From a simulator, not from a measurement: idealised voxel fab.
Process module in this document: voxel self aligned contacts
Cross-section cut spans 300 nm and uses square cells 5 nm in size.
Notation: cross-section as square-cell grid; stated in bands, top first, going down; one or more cell rows per band. Top, bottom (nm), then materials left to right with widths (nm); lone material tagged "full width" fills the whole band edge to edge; "air" = empty space. Height is counted from the level 0, under which the received wafer is composed throughout of one material. The lowest of the bands is not closed at the bottom but continues downward, in the notation "0 down". A width such as "30..40" changes by the same amount from each row of cells to the next, from the band's top row to its bottom row. "nothing changed", as given for a step, is the statement that not any cell of the cross-section underwent a change during that step. Voids not open to the top, 8 cells minimum: see "Sealed voids". Written width x height at distance; distance is from the left edge; nm. Heads up: the bit after the settings on a step's line is the simulator's remark on that step. Steps that use a mask can have "overlay nm" on their line. It says how far the mask sat to the right of where it was meant to be. Negative means to the left.

**Below is the list of planned process steps**
- 1: RECEIVE [material Si]
- 2: OXIDIZE [depth nm 5]
- 3: DIRECTIONAL_DEP [material polySi] [thk nm 30]
- 4: DIRECTIONAL_DEP [material SiN] [thk nm 15]
- 5: MASKED_ETCH [tone cover] [mask id GATE] [width nm 35] [pitch nm 65] [etch materials SiN] [depth nm 15] [overlay nm 0]
- 6: MASKED_ETCH [tone cover] [mask id GATE] [width nm 35] [pitch nm 65] [etch materials polySi] [depth nm 30] [overlay nm 0]
- 7: CONFORMAL_DEP [material SiN] [thk nm 5]
- 8: DIRECTIONAL_ETCH [etch materials SiN] [depth nm 5]
- 9: FILL_DEP [material SiO2] [thk nm 10]
- 10: CMP [height nm 50]
- 11: DIRECTIONAL_DEP [material aC] [thk nm 10]
- 12: PATTERN [tone open] [mask id CONTACT] [material resist] [width nm 40] [thk nm 25] [overlay nm 0]
- 13: DIRECTIONAL_ETCH [etch materials aC] [depth nm 10]
- 14: STRIP [etch materials resist]
- 15: DIRECTIONAL_ETCH [etch materials SiO2] [depth nm 55]
- 16: STRIP [etch materials aC]
- 17: CONFORMAL_DEP [material TiN] [thk nm 5]
- 18: FILL_DEP [material W] [thk nm 10]
- 19: CMP [height nm 50]
- 20: CONFORMAL_DEP [material SiN] [thk nm 5]

**So this is the incoming wafer in cross-section - it's already been through step 1**
> 0 down  Si full width
> Sealed voids: none

**Module complete - cross-section of the first of two wafers, run according to plan**
> 55 to 50  SiN full width
> 50 to 45  SiO2: 130 | TiN: 15 | W: 10 | TiN: 15 | SiO2: 130
> 45 to 30  SiO2: 95 | SiN: 45 | TiN: 5 | W: 10 | TiN: 5 | SiN: 45 | SiO2: 95
> 30 to 0  SiO2: 95 | SiN: 5 | polySi: 35 | SiN: 5 | TiN: 5 | W: 10 | TiN: 5 | SiN: 5 | polySi: 35 | SiN: 5 | SiO2: 95
> 0 to -5  SiO2: 140 | TiN: 20 | SiO2: 140
> -5 down  Si full width
> Sealed voids: none

**End of module, second wafer, cross-section. Started like the first, planned like the first, run with one mistake**
> 55 to 50  SiN full width
> 50 to 45  SiO2: 130 | TiN: 40 | SiO2: 130
> 45 to 30  SiN: 105 | SiO2: 25 | SiN: 40 | SiO2: 25 | SiN: 105
> 30 to 0  polySi full width
> 0 to -5  SiO2 full width
> -5 down  Si full width
> Sealed voids: none
So what did we get wrong on this run? step 5 did not happen as planned, as run it was MASKED_ETCH [tone open] [mask id GATE] [width nm 35] [pitch nm 65] [etch materials SiN] [depth nm 15] [overlay nm 0]
Count the cells at the end and the second wafer has more or fewer of some materials than the first: SiN +72, SiO2 -308, TiN -20, W -20, polySi +276
